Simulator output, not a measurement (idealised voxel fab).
process module | voxel self aligned vias
cross-section cut | 215 nm wide | cells 5 nm
A cross-section is a grid of square cells, given in bands from the top down. A band is one or more rows of cells.
Each band's line starts with the height of the band's top and of its bottom, in nm. Then come its materials from left to right, each with its width in nm. One material with "throughout" fills the band from edge to edge. "air" is empty space.
Height 0 is the level under which the wafer as received is all one material. The lowest band goes on downwards, as in "0 down".
A width such as "30 to 40" changes by the same amount from each row of cells to the next, from the band's top row to its bottom row.
"no change" after a step means that no cell of the cross-section changed.
closed voids: empty space of 8 cells or more with no open way to the top, each as width x height at its distance from the left edge, in nm
after a step's settings: what the simulator itself notes on the step
overlay nm, on a step with a mask: how far to the right of its planned place the mask lay; to the left if negative
plan
1 op RECEIVE | material Si
2 op CONFORMAL_DEP | material SiO2 | thk nm 10
3 op CONFORMAL_DEP | material SiCN | thk nm 5
4 op DIRECTIONAL_DEP | material lowk | thk nm 20
5 op MASKED_ETCH | tone open | mask id LINES | width nm 30 | pitch nm 60 | etch materials lowk | depth nm 20 | overlay nm 0
6 op CONFORMAL_DEP | material TiN | thk nm 5
7 op FILL_DEP | material W | thk nm 5
8 op CMP | height nm 35
9 op SELECTIVE_ETCH | etch materials W Ru TiN | depth nm 10
10 op FILL_DEP | material SiN | thk nm 10
11 op CMP | height nm 35
12 op DIRECTIONAL_DEP | material lowk | thk nm 20
13 op PATTERN | tone open | mask id VIAS | material resist | width nm 40 | pitch nm 60 | thk nm 15 | overlay nm 0
14 op DIRECTIONAL_ETCH | etch materials lowk | depth nm 20
15 op DIRECTIONAL_ETCH | etch materials SiN | depth nm 10
16 op STRIP | etch materials resist
17 op CONFORMAL_DEP | material TiN | thk nm 5
18 op FILL_DEP | material Cu | thk nm 10
19 op CMP | height nm 55
20 op CONFORMAL_DEP | material SiCN | thk nm 5
as received, after step 1
  0 down: Si throughout
  closed voids: none
first wafer at the end, as planned
  60 to 55: SiCN throughout
  55 to 40: lowk 25 | TiN 5 | Cu 30 | TiN 5 | lowk 20 | TiN 5 | Cu 30 | TiN 5 | lowk 20 | TiN 5 | Cu 30 | TiN 5 | lowk 30
  40 to 30: lowk 25 to 30 | TiN 10 to 5 | Cu 20 | TiN 10 to 5 | lowk 20 to 30 | TiN 10 to 5 | Cu 20 | TiN 10 to 5 | lowk 20 to 30 | TiN 10 to 5 | Cu 20 | TiN 10 to 5 | lowk 30 to 35
  30 to 25: lowk 30 | TiN 30 | lowk 30 | TiN 30 | lowk 30 | TiN 30 | lowk 35
  25 to 20: lowk 30 | TiN 5 | W 20 | TiN 5 | lowk 30 | TiN 5 | W 20 | TiN 5 | lowk 30 | TiN 5 | W 20 | TiN 5 | lowk 35
  20 to 15: lowk 30 | TiN 30 | lowk 30 | TiN 30 | lowk 30 | TiN 30 | lowk 35
  15 to 10: SiCN throughout
  10 to 0: SiO2 throughout
  0 down: Si throughout
  closed voids: none
second wafer at the end: like start, like plan, one mistake
  60 to 55: SiCN throughout
  55 to 40: lowk 25 | TiN 5 | Cu 30 | TiN 5 | lowk 20 | TiN 5 | Cu 30 | TiN 5 | lowk 20 | TiN 5 | Cu 30 | TiN 5 | lowk 30
  40 to 35: lowk 25 | TiN 40 | lowk 20 | TiN 40 | lowk 20 | TiN 40 | lowk 30
  35 to 25: SiN 25 | TiN 5 | lowk 30 | TiN 5 | SiN 20 | TiN 5 | lowk 30 | TiN 5 | SiN 20 | TiN 5 | lowk 30 | TiN 5 | SiN 30
  25 to 20: W 25 | TiN 5 | lowk 30 | TiN 5 | W 20 | TiN 5 | lowk 30 | TiN 5 | W 20 | TiN 5 | lowk 30 | TiN 5 | W 30
  20 to 15: TiN 30 | lowk 30 | TiN 30 | lowk 30 | TiN 30 | lowk 30 | TiN 35
  15 to 10: SiCN throughout
  10 to 0: SiO2 throughout
  0 down: Si throughout
  closed voids: none
what went wrong: step 5 ran as: op MASKED_ETCH | tone cover | mask id LINES | width nm 30 | pitch nm 60 | etch materials lowk | depth nm 20 | overlay nm 0
at the end the second wafer has, in cells: 24 fewer of Cu | 38 more of SiN | 7 more of TiN | 7 more of W | 28 fewer of lowk
